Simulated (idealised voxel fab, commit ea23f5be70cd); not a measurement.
The document below concerns the process module designated voxel transistor to metal.
Square cell edge 5 nm, section width 160 nm, ID cut.
How to read a cross-section here: the picture is a grid of square cells, written as bands going from the top down, and any band can span one or more rows of cells.
Top, bottom (nm), then materials left to right with widths (nm); lone material tagged "everywhere" fills the whole band edge to edge; "blank" = empty space.
Heights are expressed relative to 0, this being the level below which the as-received wafer comprises one material exclusively. The lowest band is unbounded in the downward direction and is denoted as in "z 0 and below".
The two numbers in a width such as "30..40" mark its ends across the band: the first belongs to the top row of cells, the second to the bottom row, and from each row to the next the width moves by the same amount.
"everything unchanged" (step): cross-section cells unchanged, all of them.
In "Voids, enclosed" the enclosed voids are listed, meaning empty spaces of 8 cells or larger without any opening to the top. The form is width x height at distance, distance from the left edge, units nm.
Where a step's line continues beyond its settings, the continuation is a remark by the simulator itself on that step.
overlay nm: where the mask lay relative to plan, measured to the right, on steps with a mask; negatives go left.
Quick note on how to read the rest: it's all pairs. You get the cross-section before a process step and the one after, but the after one only goes down as far as the lowest band that changed. The step in between, with its settings, sits under the pair. Heads up, the pairs can come from different runs of this module on the same starting wafer, so don't assume a pair picks up from the one above unless its "Pre-process" entry says it does.
Pre-process
- z 55 to 35 | resist=35 / blank=15 / resist=55 / blank=15 / resist=40
- z 35 to 20 | SiO2 everywhere
- z 20 to 5 | SiO2=55 / SiN=5 / HfO2=5 / TiN=5 / W=15 / TiN=5 / HfO2=5 / SiN=5 / SiO2=60
- z 5 to 0 | SiO2=30 / SiN=5 / SiGe=20 / SiN=5 / HfO2=5 / TiN=25 / HfO2=5 / SiN=5 / SiGe=20 / SiN=5 / SiO2=35
- z 0 to -5 | SiO2=35 / SiGe=20 / SiO2=5 / HfO2=35 / SiO2=5 / SiGe=20 / SiO2=40
- z -5 to -20 | SiO2=30 / Si=5 / SiGe=20 / Si=45 / SiGe=20 / Si=5 / SiO2=35
- z -20 and below | Si everywhere
- Voids, enclosed: none
Post-Step Geometry
- z 55 to 35 | resist=35 / blank=15 / resist=55 / blank=15 / resist=40
- z 35 to 20 | SiO2=35 / blank=15 / SiO2=55 / blank=15 / SiO2=40
- z 20 to 10 | SiO2=35 / blank=15 / SiO2=5 / SiN=5 / HfO2=5 / TiN=5 / W=15 / TiN=5 / HfO2=5 / SiN=5 / SiO2=5 / blank=15 / SiO2=40
- Anything lower than 10 is untouched.
- Voids, enclosed: none
The transition between the preceding cross-sections is accomplished by op DIRECTIONAL_ETCH | etch materials SiO2 | depth nm 25
Pre-process: see the after view in the pair directly above.
Post-Step Geometry
- z 35 to 20 | SiO2=35 / blank=15 / SiO2=55 / blank=15 / SiO2=40
- Anything lower than 20 is untouched.
- Voids, enclosed: none
The transition between the preceding cross-sections is accomplished by op STRIP | etch materials resist
Pre-process: see the after view in the pair directly above.
Post-Step Geometry
- z 40 to 35 | TiN=40 / blank=5 / TiN=65 / blank=5 / TiN=45
- z 35 to 20 | SiO2=35 / TiN=5 / blank=5 / TiN=5 / SiO2=55 / TiN=5 / blank=5 / TiN=5 / SiO2=40
- z 20 to 15 | SiO2=35 / TiN=5 / blank=5 / TiN=5 / SiO2=5 / SiN=5 / HfO2=5 / TiN=5 / W=15 / TiN=5 / HfO2=5 / SiN=5 / SiO2=5 / TiN=5 / blank=5 / TiN=5 / SiO2=40
- z 15 to 10 | SiO2=35 / TiN=15 / SiO2=5 / SiN=5 / HfO2=5 / TiN=5 / W=15 / TiN=5 / HfO2=5 / SiN=5 / SiO2=5 / TiN=15 / SiO2=40
- Anything lower than 10 is untouched.
- Voids, enclosed: none
The transition between the preceding cross-sections is accomplished by op CONFORMAL_DEP | material TiN | thk nm 5
Pre-process: see the after view in the pair directly above.
Post-Step Geometry
- z 50 to 40 | Ru everywhere
- z 40 to 35 | TiN=40 / Ru=5 / TiN=65 / Ru=5 / TiN=45
- z 35 to 20 | SiO2=35 / TiN=5 / Ru=5 / TiN=5 / SiO2=55 / TiN=5 / Ru=5 / TiN=5 / SiO2=40
- z 20 to 15 | SiO2=35 / TiN=5 / Ru=5 / TiN=5 / SiO2=5 / SiN=5 / HfO2=5 / TiN=5 / W=15 / TiN=5 / HfO2=5 / SiN=5 / SiO2=5 / TiN=5 / Ru=5 / TiN=5 / SiO2=40
- Anything lower than 15 is untouched.
- Voids, enclosed: none
The transition between the preceding cross-sections is accomplished by op FILL_DEP | material Ru | thk nm 10
Pre-process: see the after view in the pair directly above.
Post-Step Geometry
- z 35 to 20 | SiO2=35 / TiN=5 / Ru=5 / TiN=5 / SiO2=55 / TiN=5 / Ru=5 / TiN=5 / SiO2=40
- Anything lower than 20 is untouched.
- Voids, enclosed: none
The transition between the preceding cross-sections is accomplished by op CMP | height nm 35
Pre-process: see the after view in the pair directly above.
Post-Step Geometry
- z 40 to 35 | TiN everywhere
- Anything lower than 35 is untouched.
- Voids, enclosed: none
The transition between the preceding cross-sections is accomplished by op DIRECTIONAL_DEP | material TiN | thk nm 5
Pre-process: see the after view in the pair directly above.
Post-Step Geometry
- z 65 to 40 | W everywhere
- Anything lower than 40 is untouched.
- Voids, enclosed: none
The transition between the preceding cross-sections is accomplished by op DIRECTIONAL_DEP | material W | thk nm 25
Pre-process: see the after view in the pair directly above.
Post-Step Geometry
- z 85 to 65 | blank=35 / resist=15 / blank=55 / resist=15 / blank=40
- Anything lower than 65 is untouched.
- Voids, enclosed: none
The transition between the preceding cross-sections is accomplished by op PATTERN | tone cover | mask id METAL_1 | material resist | width nm 15 | pitch nm 70 | thk nm 20 | overlay nm 0
Pre-process: see the after view in the pair directly above.
Post-Step Geometry
- z 85 to 65 | blank=35 / resist=15 / blank=55 / resist=15 / blank=40
- z 65 to 40 | blank=35 / W=15 / blank=55 / W=15 / blank=40
- Anything lower than 40 is untouched.
- Voids, enclosed: none
The transition between the preceding cross-sections is accomplished by op DIRECTIONAL_ETCH | etch materials W | depth nm 25
Pre-process: see the after view in the pair directly above.
Post-Step Geometry
- z 85 to 65 | blank=35 / resist=15 / blank=55 / resist=15 / blank=40
- z 65 to 40 | blank=35 / W=15 / blank=55 / W=15 / blank=40
- z 40 to 35 | blank=35 / TiN=15 / blank=55 / TiN=15 / blank=40
- Anything lower than 35 is untouched.
- Voids, enclosed: none
The transition between the preceding cross-sections is accomplished by op DIRECTIONAL_ETCH | etch materials TiN | depth nm 5
Pre-process: see the after view in the pair directly above.
Post-Step Geometry
- z 65 to 40 | blank=35 / W=15 / blank=55 / W=15 / blank=40
- Anything lower than 40 is untouched.
- Voids, enclosed: none
The transition between the preceding cross-sections is accomplished by op STRIP | etch materials resist
Pre-process: see the after view in the pair directly above.
Post-Step Geometry
- z 70 to 65 | SiO2 everywhere
- z 65 to 40 | SiO2=35 / W=15 / SiO2=55 / W=15 / SiO2=40
- z 40 to 35 | SiO2=35 / TiN=15 / SiO2=55 / TiN=15 / SiO2=40
- Anything lower than 35 is untouched.
- Voids, enclosed: none
The transition between the preceding cross-sections is accomplished by op FILL_DEP | material SiO2 | thk nm 5
Pre-process: see the after view in the pair directly above.
Post-Step Geometry
- z 65 to 40 | SiO2=35 / W=15 / SiO2=55 / W=15 / SiO2=40
- Anything lower than 40 is untouched.
- Voids, enclosed: none
The transition between the preceding cross-sections is accomplished by op CMP | height nm 65
Pre-process: see the after view in the pair directly above.
Post-Step Geometry
- z 70 to 65 | SiCN everywhere
- Anything lower than 65 is untouched.
- Voids, enclosed: none
The transition between the preceding cross-sections is accomplished by op CONFORMAL_DEP | material SiCN | thk nm 5
Pre-process: see the after view in the pair directly above.
Post-Step Geometry
- z 100 to 70 | SiO2 everywhere
- Anything lower than 70 is untouched.
- Voids, enclosed: none
The transition between the preceding cross-sections is accomplished by op DIRECTIONAL_DEP | material SiO2 | thk nm 30
Pre-process: see the after view in the pair directly above.
Post-Step Geometry
- z 120 to 100 | resist=35 / blank=15 / resist=55 / blank=15 / resist=40
- Anything lower than 100 is untouched.
- Voids, enclosed: none
The transition between the preceding cross-sections is accomplished by op PATTERN | tone open | mask id METAL_2 | material resist | width nm 15 | pitch nm 70 | thk nm 20 | overlay nm 0
Pre-process: see the after view in the pair directly above.
Post-Step Geometry
- z 120 to 100 | resist=35 / blank=15 / resist=55 / blank=15 / resist=40
- z 100 to 80 | SiO2=35 / blank=15 / SiO2=55 / blank=15 / SiO2=40
- Anything lower than 80 is untouched.
- Voids, enclosed: none
The transition between the preceding cross-sections is accomplished by op DIRECTIONAL_ETCH | etch materials SiO2 | depth nm 20
Pre-process: see the after view in the pair directly above.
Post-Step Geometry
- z 100 to 80 | SiO2=35 / blank=15 / SiO2=55 / blank=15 / SiO2=40
- Anything lower than 80 is untouched.
- Voids, enclosed: none
The transition between the preceding cross-sections is accomplished by op STRIP | etch materials resist
Pre-process: see the after view in the pair directly above.
Post-Step Geometry
- z 100 to 70 | SiO2=35 / blank=15 / SiO2=55 / blank=15 / SiO2=40
- Anything lower than 70 is untouched.
- Voids, enclosed: none
The transition between the preceding cross-sections is accomplished by op MASKED_ETCH | tone open | mask id METAL_2_HOLES | width nm 15 | pitch nm 70 | etch materials SiO2 | depth nm 10 | overlay nm 0
Pre-process: see the after view in the pair directly above.
Post-Step Geometry
- z 100 to 70 | SiO2=35 / blank=15 / SiO2=55 / blank=15 / SiO2=40
- z 70 to 65 | SiCN=35 / blank=15 / SiCN=55 / blank=15 / SiCN=40
- Anything lower than 65 is untouched.
- Voids, enclosed: none
The transition between the preceding cross-sections is accomplished by op MASKED_ETCH | tone open | mask id METAL_2_HOLES | width nm 15 | pitch nm 70 | etch materials SiCN | depth nm 5 | overlay nm 0
Pre-process: see the after view in the pair directly above.
Post-Step Geometry
- z 105 to 100 | TiN=40 / blank=5 / TiN=65 / blank=5 / TiN=45
- z 100 to 70 | SiO2=35 / TiN=5 / blank=5 / TiN=5 / SiO2=55 / TiN=5 / blank=5 / TiN=5 / SiO2=40
- z 70 to 65 | SiCN=35 / TiN=15 / SiCN=55 / TiN=15 / SiCN=40
- Anything lower than 65 is untouched.
- Voids, enclosed: none
The transition between the preceding cross-sections is accomplished by op CONFORMAL_DEP | material TiN | thk nm 5
Pre-process: see the after view in the pair directly above.
Post-Step Geometry
- z 110 to 105 | Ru everywhere
- z 105 to 100 | TiN=40 / Ru=5 / TiN=65 / Ru=5 / TiN=45
- z 100 to 70 | SiO2=35 / TiN=5 / Ru=5 / TiN=5 / SiO2=55 / TiN=5 / Ru=5 / TiN=5 / SiO2=40
- Anything lower than 70 is untouched.
- Voids, enclosed: none
The transition between the preceding cross-sections is accomplished by op FILL_DEP | material Ru | thk nm 5
Pre-process: see the after view in the pair directly above.
Post-Step Geometry
- z 100 to 70 | SiO2=35 / TiN=5 / Ru=5 / TiN=5 / SiO2=55 / TiN=5 / Ru=5 / TiN=5 / SiO2=40
- Anything lower than 70 is untouched.
- Voids, enclosed: none
The transition between the preceding cross-sections is accomplished by op CMP | height nm 100
Pre-process: see the after view in the pair directly above.
Post-Step Geometry
- z 105 to 100 | SiCN everywhere
- Anything lower than 100 is untouched.
- Voids, enclosed: none
The transition between the preceding cross-sections is accomplished by op CONFORMAL_DEP | material SiCN | thk nm 5
Pre-process
- z 20 to 5 | SiN everywhere
- z 5 to 0 | SiO2 everywhere
- z 0 and below | Si everywhere
- Voids, enclosed: none
Post-Step Geometry
- z 35 to 20 | blank=35 / resist=90 / blank=35
- Anything lower than 20 is untouched.
- Voids, enclosed: none
The transition between the preceding cross-sections is accomplished by op PATTERN | tone cover | mask id ACTIVE | material resist | width nm 90 | thk nm 15 | overlay nm 0
Pre-process: see the after view in the pair directly above.
Post-Step Geometry
- z 35 to 20 | blank=35 / resist=90 / blank=35
- z 20 to 5 | blank=35 / SiN=90 / blank=35
- Anything lower than 5 is untouched.
- Voids, enclosed: none
The transition between the preceding cross-sections is accomplished by op DIRECTIONAL_ETCH | etch materials SiN | depth nm 15
Pre-process: see the after view in the pair directly above.
Post-Step Geometry
- z 35 to 20 | blank=35 / resist=90 / blank=35
- z 20 to 5 | blank=35 / SiN=90 / blank=35
- z 5 to 0 | blank=35 / SiO2=90 / blank=35
- Anything lower than 0 is untouched.
- Voids, enclosed: none
The transition between the preceding cross-sections is accomplished by op DIRECTIONAL_ETCH | etch materials SiO2 | depth nm 5
Pre-process: see the after view in the pair directly above.
Post-Step Geometry
- z 35 to 20 | blank=35 / resist=90 / blank=35
- z 20 to 5 | blank=35 / SiN=90 / blank=35
- z 5 to 0 | blank=35 / SiO2=90 / blank=35
- z 0 to -20 | blank=35 / Si=90 / blank=35
- Anything lower than -20 is untouched.
- Voids, enclosed: none
The transition between the preceding cross-sections is accomplished by op DIRECTIONAL_ETCH | etch materials Si | depth nm 20
Pre-process: see the after view in the pair directly above.
Post-Step Geometry
- z 20 to 5 | blank=35 / SiN=90 / blank=35
- Anything lower than 5 is untouched.
- Voids, enclosed: none
The transition between the preceding cross-sections is accomplished by op STRIP | etch materials resist
Pre-process: see the after view in the pair directly above.
Post-Step Geometry
- z 35 to 20 | SiO2 everywhere
- z 20 to 5 | SiO2=35 / SiN=90 / SiO2=35
- z 5 to 0 | SiO2 everywhere
- z 0 to -20 | SiO2=35 / Si=90 / SiO2=35
- Anything lower than -20 is untouched.
- Voids, enclosed: none
The transition between the preceding cross-sections is accomplished by op FILL_DEP | material SiO2 | thk nm 15
Pre-process: see the after view in the pair directly above.
Post-Step Geometry
- z 20 to 5 | SiO2=35 / SiN=90 / SiO2=35
- Anything lower than 5 is untouched.
- Voids, enclosed: none
The transition between the preceding cross-sections is accomplished by op CMP | height nm 20
Pre-process: see the after view in the pair directly above.
Post-Step Geometry
- z 20 to 10 | blank=35 / SiN=90 / blank=35
- Anything lower than 10 is untouched.
- Voids, enclosed: none
The transition between the preceding cross-sections is accomplished by op SELECTIVE_ETCH | etch materials SiO2 | depth nm 10
Pre-process: see the after view in the pair directly above.
Post-Step Geometry
- z 10 to 5 | SiO2=35 / blank=90 / SiO2=35
- Anything lower than 5 is untouched.
- Voids, enclosed: none
The transition between the preceding cross-sections is accomplished by op STRIP | etch materials SiN
Pre-process: see the after view in the pair directly above.
Post-Step Geometry
- z 5 to 0 | SiO2=30 / blank=100 / SiO2=30
- Anything lower than 0 is untouched.
- Voids, enclosed: none
The transition between the preceding cross-sections is accomplished by op SELECTIVE_ETCH | etch materials SiO2 | depth nm 5
Pre-process: see the after view in the pair directly above.
Post-Step Geometry
- z 5 to 0 | SiO2=30 / blank=100 / SiO2=30
- z 0 to -5 | SiO2 everywhere
- Anything lower than -5 is untouched.
- Voids, enclosed: none
The transition between the preceding cross-sections is accomplished by op OXIDIZE | depth nm 5
Pre-process: see the after view in the pair directly above.
Post-Step Geometry
- z 30 to 25 | polySi=30 / blank=100 / polySi=30
- z 25 to 5 | polySi everywhere
- z 5 to 0 | SiO2=30 / polySi=100 / SiO2=30
- Anything lower than 0 is untouched.
- Voids, enclosed: none
The transition between the preceding cross-sections is accomplished by op DIRECTIONAL_DEP | material polySi | thk nm 25
Pre-process: see the after view in the pair directly above.
Post-Step Geometry
- z 45 to 40 | SiCN=30 / blank=100 / SiCN=30
- z 40 to 30 | SiCN everywhere
- z 30 to 25 | polySi=30 / SiCN=100 / polySi=30
- Anything lower than 25 is untouched.
- Voids, enclosed: none
The transition between the preceding cross-sections is accomplished by op DIRECTIONAL_DEP | material SiCN | thk nm 15
Pre-process: see the after view in the pair directly above.
Post-Step Geometry
- z 60 to 45 | blank=65 / resist=25 / blank=70
- z 45 to 40 | SiCN=30 / blank=35 / resist=25 / blank=40 / SiCN=30
- Anything lower than 40 is untouched.
- Voids, enclosed: none
The transition between the preceding cross-sections is accomplished by op PATTERN | tone cover | mask id GATE | material resist | width nm 25 | thk nm 15 | overlay nm 0
Pre-process: see the after view in the pair directly above.
Post-Step Geometry
- z 60 to 40 | blank=65 / resist=25 / blank=70
- z 40 to 30 | blank=65 / SiCN=25 / blank=70
- z 30 to 25 | polySi=30 / blank=35 / SiCN=25 / blank=40 / polySi=30
- Anything lower than 25 is untouched.
- Voids, enclosed: none
The transition between the preceding cross-sections is accomplished by op DIRECTIONAL_ETCH | etch materials SiCN | depth nm 25
Pre-process: see the after view in the pair directly above.
Post-Step Geometry
- z 60 to 40 | blank=65 / resist=25 / blank=70
- z 40 to 25 | blank=65 / SiCN=25 / blank=70
- z 25 to 5 | blank=65 / polySi=25 / blank=70
- z 5 to 0 | SiO2=30 / blank=35 / polySi=25 / blank=40 / SiO2=30
- Anything lower than 0 is untouched.
- Voids, enclosed: none
The transition between the preceding cross-sections is accomplished by op DIRECTIONAL_ETCH | etch materials polySi | depth nm 35
Pre-process: see the after view in the pair directly above.
Post-Step Geometry
- z 40 to 25 | blank=65 / SiCN=25 / blank=70
- Anything lower than 25 is untouched.
- Voids, enclosed: none
The transition between the preceding cross-sections is accomplished by op STRIP | etch materials resist
Pre-process: see the after view in the pair directly above.
Post-Step Geometry
- z 45 to 40 | blank=60 / SiO2=35 / blank=65
- z 40 to 25 | blank=60 / SiO2=5 / SiCN=25 / SiO2=5 / blank=65
- z 25 to 10 | blank=60 / SiO2=5 / polySi=25 / SiO2=5 / blank=65
- z 10 to 5 | SiO2=35 / blank=25 / SiO2=5 / polySi=25 / SiO2=5 / blank=30 / SiO2=35
- z 5 to 0 | SiO2=65 / polySi=25 / SiO2=70
- Anything lower than 0 is untouched.
- Voids, enclosed: none
The transition between the preceding cross-sections is accomplished by op CONFORMAL_DEP | material SiO2 | thk nm 5
Pre-process: see the after view in the pair directly above.
Post-Step Geometry
- z 40 to 25 | blank=60 / SiO2=5 / SiCN=25 / SiO2=5 / blank=65
- z 25 to 5 | blank=60 / SiO2=5 / polySi=25 / SiO2=5 / blank=65
- z 5 to 0 | SiO2=35 / blank=25 / SiO2=5 / polySi=25 / SiO2=5 / blank=30 / SiO2=35
- Anything lower than 0 is untouched.
- Voids, enclosed: none
The transition between the preceding cross-sections is accomplished by op DIRECTIONAL_ETCH | etch materials SiO2 | depth nm 5
Pre-process: see the after view in the pair directly above.
Post-Step Geometry
- z 45 to 40 | blank=55 / SiN=45 / blank=60
- z 40 to 25 | blank=55 / SiN=5 / SiO2=5 / SiCN=25 / SiO2=5 / SiN=5 / blank=60
- z 25 to 10 | blank=55 / SiN=5 / SiO2=5 / polySi=25 / SiO2=5 / SiN=5 / blank=60
- z 10 to 5 | SiN=40 / blank=15 / SiN=5 / SiO2=5 / polySi=25 / SiO2=5 / SiN=5 / blank=20 / SiN=40
- z 5 to 0 | SiO2=35 / SiN=25 / SiO2=5 / polySi=25 / SiO2=5 / SiN=30 / SiO2=35
- Anything lower than 0 is untouched.
- Voids, enclosed: none
The transition between the preceding cross-sections is accomplished by op CONFORMAL_DEP | material SiN | thk nm 5
Pre-process: see the after view in the pair directly above.
Post-Step Geometry
- z 40 to 25 | blank=55 / SiN=5 / SiO2=5 / SiCN=25 / SiO2=5 / SiN=5 / blank=60
- z 25 to 5 | blank=55 / SiN=5 / SiO2=5 / polySi=25 / SiO2=5 / SiN=5 / blank=60
- z 5 to 0 | SiO2=35 / SiN=5 / blank=15 / SiN=5 / SiO2=5 / polySi=25 / SiO2=5 / SiN=5 / blank=20 / SiN=5 / SiO2=35
- Anything lower than 0 is untouched.
- Voids, enclosed: none
The transition between the preceding cross-sections is accomplished by op DIRECTIONAL_ETCH | etch materials SiN | depth nm 5
Pre-process: see the after view in the pair directly above.
Post-Step Geometry
- z 40 to 35 | blank=55 / SiN=5 / blank=5 / SiCN=25 / blank=5 / SiN=5 / blank=60
- z 35 to 25 | blank=55 / SiN=5 / SiO2=5 / SiCN=25 / SiO2=5 / SiN=5 / blank=60
- z 25 to 5 | blank=55 / SiN=5 / SiO2=5 / polySi=25 / SiO2=5 / SiN=5 / blank=60
- z 5 to 0 | blank=35 / SiN=5 / blank=15 / SiN=5 / SiO2=5 / polySi=25 / SiO2=5 / SiN=5 / blank=20 / SiN=5 / blank=35
- z 0 to -5 | SiO2=40 / blank=15 / SiO2=45 / blank=20 / SiO2=40
- Anything lower than -5 is untouched.
- Voids, enclosed: none
The transition between the preceding cross-sections is accomplished by op DIRECTIONAL_ETCH | etch materials SiO2 | depth nm 5
Pre-process: see the after view in the pair directly above.
Post-Step Geometry
- z 40 to 35 | blank=55 / SiN=5 / blank=5 / SiCN=25 / blank=5 / SiN=5 / blank=60
- z 35 to 25 | blank=55 / SiN=5 / SiO2=5 / SiCN=25 / SiO2=5 / SiN=5 / blank=60
- z 25 to 5 | blank=55 / SiN=5 / SiO2=5 / polySi=25 / SiO2=5 / SiN=5 / blank=60
- z 5 to 0 | blank=35 / SiN=5 / blank=15 / SiN=5 / SiO2=5 / polySi=25 / SiO2=5 / SiN=5 / blank=20 / SiN=5 / blank=35
- z 0 to -5 | SiO2=40 / blank=15 / SiO2=45 / blank=20 / SiO2=40
- z -5 to -20 | SiO2=35 / Si=5 / blank=15 / Si=45 / blank=20 / Si=5 / SiO2=35
- Anything lower than -20 is untouched.
- Voids, enclosed: none
The transition between the preceding cross-sections is accomplished by op DIRECTIONAL_ETCH | etch materials Si | depth nm 15
Pre-process: see the after view in the pair directly above.
Post-Step Geometry
- z 40 to 35 | blank=55 / SiN=5 / blank=5 / SiCN=25 / blank=5 / SiN=5 / blank=60
- z 35 to 25 | blank=55 / SiN=5 / SiO2=5 / SiCN=25 / SiO2=5 / SiN=5 / blank=60
- z 25 to 10 | blank=55 / SiN=5 / SiO2=5 / polySi=25 / SiO2=5 / SiN=5 / blank=60
- z 10 to 5 | blank=35 / SiGe=20 / SiN=5 / SiO2=5 / polySi=25 / SiO2=5 / SiN=5 / SiGe=25 / blank=35
- z 5 to 0 | blank=35 / SiN=5 / SiGe=15 / SiN=5 / SiO2=5 / polySi=25 / SiO2=5 / SiN=5 / SiGe=20 / SiN=5 / blank=35
- z 0 to -5 | SiO2=40 / SiGe=15 / SiO2=45 / SiGe=20 / SiO2=40
- z -5 to -20 | SiO2=35 / Si=5 / SiGe=15 / Si=45 / SiGe=20 / Si=5 / SiO2=35
- Anything lower than -20 is untouched.
- Voids, enclosed: none
The transition between the preceding cross-sections is accomplished by op EPI | material SiGe | thk nm 15
Pre-process: see the after view in the pair directly above.
Post-Step Geometry
- z 45 to 40 | SiO2 everywhere
- z 40 to 25 | SiO2=55 / SiN=5 / SiO2=5 / SiCN=25 / SiO2=5 / SiN=5 / SiO2=60
- z 25 to 10 | SiO2=55 / SiN=5 / SiO2=5 / polySi=25 / SiO2=5 / SiN=5 / SiO2=60
- z 10 to 5 | SiO2=35 / SiGe=20 / SiN=5 / SiO2=5 / polySi=25 / SiO2=5 / SiN=5 / SiGe=25 / SiO2=35
- z 5 to 0 | SiO2=35 / SiN=5 / SiGe=15 / SiN=5 / SiO2=5 / polySi=25 / SiO2=5 / SiN=5 / SiGe=20 / SiN=5 / SiO2=35
- Anything lower than 0 is untouched.
- Voids, enclosed: none
The transition between the preceding cross-sections is accomplished by op FILL_DEP | material SiO2 | thk nm 5
Pre-process: see the after view in the pair directly above.
Post-Step Geometry
- z 25 to 10 | SiO2=55 / SiN=5 / SiO2=5 / polySi=25 / SiO2=5 / SiN=5 / SiO2=60
- Anything lower than 10 is untouched.
- Voids, enclosed: none
The transition between the preceding cross-sections is accomplished by op CMP | height nm 25
Pre-process: see the after view in the pair directly above.
Post-Step Geometry
- z 25 to 10 | SiO2=55 / SiN=5 / SiO2=5 / blank=25 / SiO2=5 / SiN=5 / SiO2=60
- z 10 to 5 | SiO2=35 / SiGe=20 / SiN=5 / SiO2=5 / blank=25 / SiO2=5 / SiN=5 / SiGe=25 / SiO2=35
- z 5 to 0 | SiO2=35 / SiN=5 / SiGe=15 / SiN=5 / SiO2=5 / blank=25 / SiO2=5 / SiN=5 / SiGe=20 / SiN=5 / SiO2=35
- Anything lower than 0 is untouched.
- Voids, enclosed: none
The transition between the preceding cross-sections is accomplished by op STRIP | etch materials polySi
Pre-process: see the after view in the pair directly above.
Post-Step Geometry
- z 25 to 20 | blank=55 / SiN=5 / blank=35 / SiN=5 / blank=60
- z 20 to 10 | SiO2=55 / SiN=5 / blank=35 / SiN=5 / SiO2=60
- z 10 to 5 | SiO2=35 / SiGe=20 / SiN=5 / blank=35 / SiN=5 / SiGe=25 / SiO2=35
- z 5 to 0 | SiO2=35 / SiN=5 / SiGe=15 / SiN=5 / blank=35 / SiN=5 / SiGe=20 / SiN=5 / SiO2=35
- z 0 to -5 | SiO2=40 / SiGe=15 / SiO2=5 / blank=35 / SiO2=5 / SiGe=20 / SiO2=40
- Anything lower than -5 is untouched.
- Voids, enclosed: none
The transition between the preceding cross-sections is accomplished by op SELECTIVE_ETCH | etch materials SiO2 | depth nm 5
Pre-process: see the after view in the pair directly above.
Post-Step Geometry
- z 30 to 25 | blank=50 / HfO2=15 / blank=25 / HfO2=15 / blank=55
- z 25 to 20 | HfO2=55 / SiN=5 / HfO2=5 / blank=25 / HfO2=5 / SiN=5 / HfO2=60
- z 20 to 10 | SiO2=55 / SiN=5 / HfO2=5 / blank=25 / HfO2=5 / SiN=5 / SiO2=60
- z 10 to 5 | SiO2=35 / SiGe=20 / SiN=5 / HfO2=5 / blank=25 / HfO2=5 / SiN=5 / SiGe=25 / SiO2=35
- z 5 to 0 | SiO2=35 / SiN=5 / SiGe=15 / SiN=5 / HfO2=5 / blank=25 / HfO2=5 / SiN=5 / SiGe=20 / SiN=5 / SiO2=35
- z 0 to -5 | SiO2=40 / SiGe=15 / SiO2=5 / HfO2=35 / SiO2=5 / SiGe=20 / SiO2=40
- Anything lower than -5 is untouched.
- Voids, enclosed: none
The transition between the preceding cross-sections is accomplished by op CONFORMAL_DEP | material HfO2 | thk nm 5
Pre-process: see the after view in the pair directly above.
Post-Step Geometry
- z 35 to 30 | blank=45 / TiN=25 / blank=15 / TiN=25 / blank=50
- z 30 to 25 | TiN=50 / HfO2=15 / TiN=5 / blank=15 / TiN=5 / HfO2=15 / TiN=55
- z 25 to 20 | HfO2=55 / SiN=5 / HfO2=5 / TiN=5 / blank=15 / TiN=5 / HfO2=5 / SiN=5 / HfO2=60
- z 20 to 10 | SiO2=55 / SiN=5 / HfO2=5 / TiN=5 / blank=15 / TiN=5 / HfO2=5 / SiN=5 / SiO2=60
- z 10 to 5 | SiO2=35 / SiGe=20 / SiN=5 / HfO2=5 / TiN=5 / blank=15 / TiN=5 / HfO2=5 / SiN=5 / SiGe=25 / SiO2=35
- z 5 to 0 | SiO2=35 / SiN=5 / SiGe=15 / SiN=5 / HfO2=5 / TiN=25 / HfO2=5 / SiN=5 / SiGe=20 / SiN=5 / SiO2=35
- Anything lower than 0 is untouched.
- Voids, enclosed: none
The transition between the preceding cross-sections is accomplished by op CONFORMAL_DEP | material TiN | thk nm 5
Pre-process: see the after view in the pair directly above.
Post-Step Geometry
- z 40 to 35 | W everywhere
- z 35 to 30 | W=45 / TiN=25 / W=15 / TiN=25 / W=50
- z 30 to 25 | TiN=50 / HfO2=15 / TiN=5 / W=15 / TiN=5 / HfO2=15 / TiN=55
- z 25 to 20 | HfO2=55 / SiN=5 / HfO2=5 / TiN=5 / W=15 / TiN=5 / HfO2=5 / SiN=5 / HfO2=60
- z 20 to 10 | SiO2=55 / SiN=5 / HfO2=5 / TiN=5 / W=15 / TiN=5 / HfO2=5 / SiN=5 / SiO2=60
- z 10 to 5 | SiO2=35 / SiGe=20 / SiN=5 / HfO2=5 / TiN=5 / W=15 / TiN=5 / HfO2=5 / SiN=5 / SiGe=25 / SiO2=35
- Anything lower than 5 is untouched.
- Voids, enclosed: none
The transition between the preceding cross-sections is accomplished by op FILL_DEP | material W | thk nm 5
Pre-process: see the after view in the pair directly above.
Post-Step Geometry
- z 20 to 10 | SiO2=55 / SiN=5 / HfO2=5 / TiN=5 / W=15 / TiN=5 / HfO2=5 / SiN=5 / SiO2=60
- Anything lower than 10 is untouched.
- Voids, enclosed: none
The transition between the preceding cross-sections is accomplished by op CMP | height nm 20
Pre-process: see the after view in the pair directly above.
Post-Step Geometry
- z 35 to 20 | SiO2 everywhere
- Anything lower than 20 is untouched.
- Voids, enclosed: none
The transition between the preceding cross-sections is accomplished by op DIRECTIONAL_DEP | material SiO2 | thk nm 15
Pre-process: see the after view in the pair directly above.
Post-Step Geometry
- z 55 to 35 | resist=35 / blank=15 / resist=55 / blank=15 / resist=40
- Anything lower than 35 is untouched.
- Voids, enclosed: none
The transition between the preceding cross-sections is accomplished by op PATTERN | tone open | mask id CONTACT | material resist | width nm 15 | pitch nm 70 | thk nm 20 | overlay nm 0
Pre-process: see the after view in the pair directly above.
Post-Step Geometry
- z 55 to 35 | resist=35 / blank=15 / resist=55 / blank=15 / resist=40
- z 35 to 20 | SiO2=35 / blank=15 / SiO2=55 / blank=15 / SiO2=40
- z 20 to 10 | SiO2=35 / blank=15 / SiO2=5 / SiN=5 / HfO2=5 / TiN=5 / W=15 / TiN=5 / HfO2=5 / SiN=5 / SiO2=5 / blank=15 / SiO2=40
- Anything lower than 10 is untouched.
- Voids, enclosed: none
The transition between the preceding cross-sections is accomplished by op DIRECTIONAL_ETCH | etch materials SiO2 | depth nm 25
Pre-process: see the after view in the pair directly above.
Post-Step Geometry
- z 35 to 20 | SiO2=35 / blank=15 / SiO2=55 / blank=15 / SiO2=40
- Anything lower than 20 is untouched.
- Voids, enclosed: none
The transition between the preceding cross-sections is accomplished by op STRIP | etch materials resist
Pre-process: see the after view in the pair directly above.
Post-Step Geometry
- z 40 to 35 | TiN=40 / blank=5 / TiN=65 / blank=5 / TiN=45
- z 35 to 20 | SiO2=35 / TiN=5 / blank=5 / TiN=5 / SiO2=55 / TiN=5 / blank=5 / TiN=5 / SiO2=40
- z 20 to 15 | SiO2=35 / TiN=5 / blank=5 / TiN=5 / SiO2=5 / SiN=5 / HfO2=5 / TiN=5 / W=15 / TiN=5 / HfO2=5 / SiN=5 / SiO2=5 / TiN=5 / blank=5 / TiN=5 / SiO2=40
- z 15 to 10 | SiO2=35 / TiN=15 / SiO2=5 / SiN=5 / HfO2=5 / TiN=5 / W=15 / TiN=5 / HfO2=5 / SiN=5 / SiO2=5 / TiN=15 / SiO2=40
- Anything lower than 10 is untouched.
- Voids, enclosed: none
The transition between the preceding cross-sections is accomplished by op CONFORMAL_DEP | material TiN | thk nm 5
